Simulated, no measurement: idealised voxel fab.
Process module under the name voxel self aligned contacts
Square cell edge 5 nm, section width 285 nm, ID cut.
For the purposes of this document, a cross-section shall be understood as a grid of square cells, specified as bands listed in top-to-bottom order, each band consisting of one or more rows of cells. Heads up on the band format: heights come first, top then bottom, in nm. After that it's the materials left to right, each with its width in nm. A single material flagged "throughout" fills the whole band edge to edge, and "empty" means there's empty space there. Zero point of the height axis is 0; under it, received wafer = one material. Lowest band: continues down indefinitely, "top 0, no bottom". A width such as "30..40" changes by the same amount from each row of cells to the next, from the band's top row to its bottom row. You'll sometimes find "changes: none" written for a step, and that's the way of saying that nowhere in the cross-section did a cell change during that step. So "Unvented cavities" is basically the list of trapped voids: any empty space of 8 cells or more that can't reach the top through an opening. They're written width x height at distance, the distance being from the left edge, and it's all nm. On a step's line, text after the settings is the simulator commenting on that step. The setting "overlay nm" may be written on the line of a step. When the step uses a mask, the value reports how far to the right of the planned place the mask lay, and a negative value reports that it lay to the left.
Steps in the process plan
1) RECEIVE | material Si
2) CONFORMAL_DEP | material SiO2 | thk nm 5
3) DIRECTIONAL_DEP | material polySi | thk nm 25
4) DIRECTIONAL_DEP | material SiN | thk nm 15
5) DIRECTIONAL_DEP | material aC | thk nm 15
6) PATTERN | tone cover | mask id GATE | material resist | width nm 35 | pitch nm 60 | thk nm 30 | overlay nm 0
7) DIRECTIONAL_ETCH | etch materials aC | depth nm 15
8) STRIP | etch materials resist
9) DIRECTIONAL_ETCH | etch materials SiN | depth nm 15
10) DIRECTIONAL_ETCH | etch materials polySi | depth nm 25
11) STRIP | etch materials aC
12) CONFORMAL_DEP | material SiN | thk nm 5
13) DIRECTIONAL_ETCH | etch materials SiN | depth nm 5
14) FILL_DEP | material SiO2 | thk nm 15
15) CMP | height nm 55
16) DIRECTIONAL_DEP | material aC | thk nm 15
17) PATTERN | tone open | mask id CONTACT | material resist | width nm 45 | pitch nm 60 | thk nm 35 | overlay nm 0
18) DIRECTIONAL_ETCH | etch materials aC | depth nm 15
19) STRIP | etch materials resist
20) DIRECTIONAL_ETCH | etch materials SiO2 | depth nm 55
21) STRIP | etch materials aC
22) CONFORMAL_DEP | material TiN | thk nm 5
23) FILL_DEP | material Ru | thk nm 5
24) CMP | height nm 55
25) CONFORMAL_DEP | material SiCN | thk nm 5
The cross-section here shows the wafer as received, i.e. in its state after step 1
* top 0, no bottom | Si throughout
* Unvented cavities: none
Post-module cross-section: identical start and plan to those above, one misstep in execution
* top 60, bottom 55 | SiCN throughout
* top 55, bottom 50 | 90 nm SiO2; 20 nm TiN; 5 nm Ru; 20 nm TiN; 15 nm SiO2; 20 nm TiN; 5 nm Ru; 20 nm TiN; 90 nm SiO2
* top 50, bottom 45 | 60 nm SiO2; 45 nm Ru; 5 nm TiN; 5 nm Ru; 5 nm TiN; 45 nm Ru; 5 nm TiN; 5 nm Ru; 5 nm TiN; 45 nm Ru; 60 nm SiO2
* top 45, bottom 30 | 60 nm SiO2; 5 nm Ru; 35 nm SiN; 5 nm Ru; 5 nm TiN; 5 nm Ru; 5 nm TiN; 5 nm Ru; 35 nm SiN; 5 nm Ru; 5 nm TiN; 5 nm Ru; 5 nm TiN; 5 nm Ru; 35 nm SiN; 5 nm Ru; 60 nm SiO2
* top 30, bottom 15 | 60 nm SiO2; 5 nm Ru; 35 nm polySi; 5 nm Ru; 5 nm TiN; 5 nm Ru; 5 nm TiN; 5 nm Ru; 35 nm polySi; 5 nm Ru; 5 nm TiN; 5 nm Ru; 5 nm TiN; 5 nm Ru; 35 nm polySi; 5 nm Ru; 60 nm SiO2
* top 15, bottom 10 | 60 nm SiO2; 5 nm Ru; 35 nm polySi; 5 nm Ru; 15 nm TiN; 5 nm Ru; 35 nm polySi; 5 nm Ru; 15 nm TiN; 5 nm Ru; 35 nm polySi; 5 nm Ru; 60 nm SiO2
* top 10, bottom 5 | 65 nm Ru; 35 nm polySi; 25 nm Ru; 35 nm polySi; 25 nm Ru; 35 nm polySi; 65 nm Ru
* top 5, bottom 0 | SiO2 throughout
* top 0, no bottom | Si throughout
* Unvented cavities: none
What was done differently from what was planned? off-plan run, step 12, actual operation and settings CONFORMAL_DEP | material Ru | thk nm 5
